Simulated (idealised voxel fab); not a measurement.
process module | voxel released beams
cross-section cut | 185 nm wide | cells 5 nm
A cross-section is a grid of square cells, given in bands from the top down. A band is one or more rows of cells.
Each band's line starts with the height of the band's top and of its bottom, in nm. Then come its materials from left to right, each with its width in nm. One material with "throughout" fills the band from edge to edge. "air" is empty space.
Height 0 is the level under which the wafer as received is all one material. The lowest band goes on downwards, as in "0 down".
A width such as "30 to 40" changes by the same amount from each row of cells to the next, from the band's top row to its bottom row.
"no change" after a step means that no cell of the cross-section changed.
closed voids: empty space of 8 cells or more with no open way to the top, each as width x height at its distance from the left edge, in nm
after a step's settings: what the simulator itself notes on the step
overlay nm, on a step with a mask: how far to the right of its planned place the mask lay; to the left if negative
plan
1 op RECEIVE | material Si
2 op CONFORMAL_DEP | material Al2O3 | thk nm 5
3 op DIRECTIONAL_DEP | material SiO2 | thk nm 10
4 op DIRECTIONAL_DEP | material aC | thk nm 10
5 op PATTERN | tone open | mask id ANCHOR | material resist | width nm 35 | thk nm 30 | overlay nm 0
6 op DIRECTIONAL_ETCH | etch materials aC | depth nm 10
7 op STRIP | etch materials resist
8 op DIRECTIONAL_ETCH | etch materials SiO2 | depth nm 10
9 op STRIP | etch materials aC
10 op CONFORMAL_DEP | material polySi | thk nm 10
11 op MASKED_ETCH | tone cover | mask id BEAM | width nm 95 | etch materials polySi | depth nm 10 | overlay nm 0
12 op STRIP | etch materials SiO2
as received, after step 1
  0 down: Si throughout
  closed voids: none
a wafer at the end: this start, this plan, one mistake
  25 to 15: air 40 | polySi 50 | air 95
  15 to 5: air 35 | polySi 10 | SiO2 35 | polySi 55 | air 50
  5 to 0: Al2O3 throughout
  0 down: Si throughout
  closed voids: none
what went wrong: step 5 ran as: op PATTERN | tone cover | mask id ANCHOR | material resist | width nm 35 | thk nm 30 | overlay nm 0
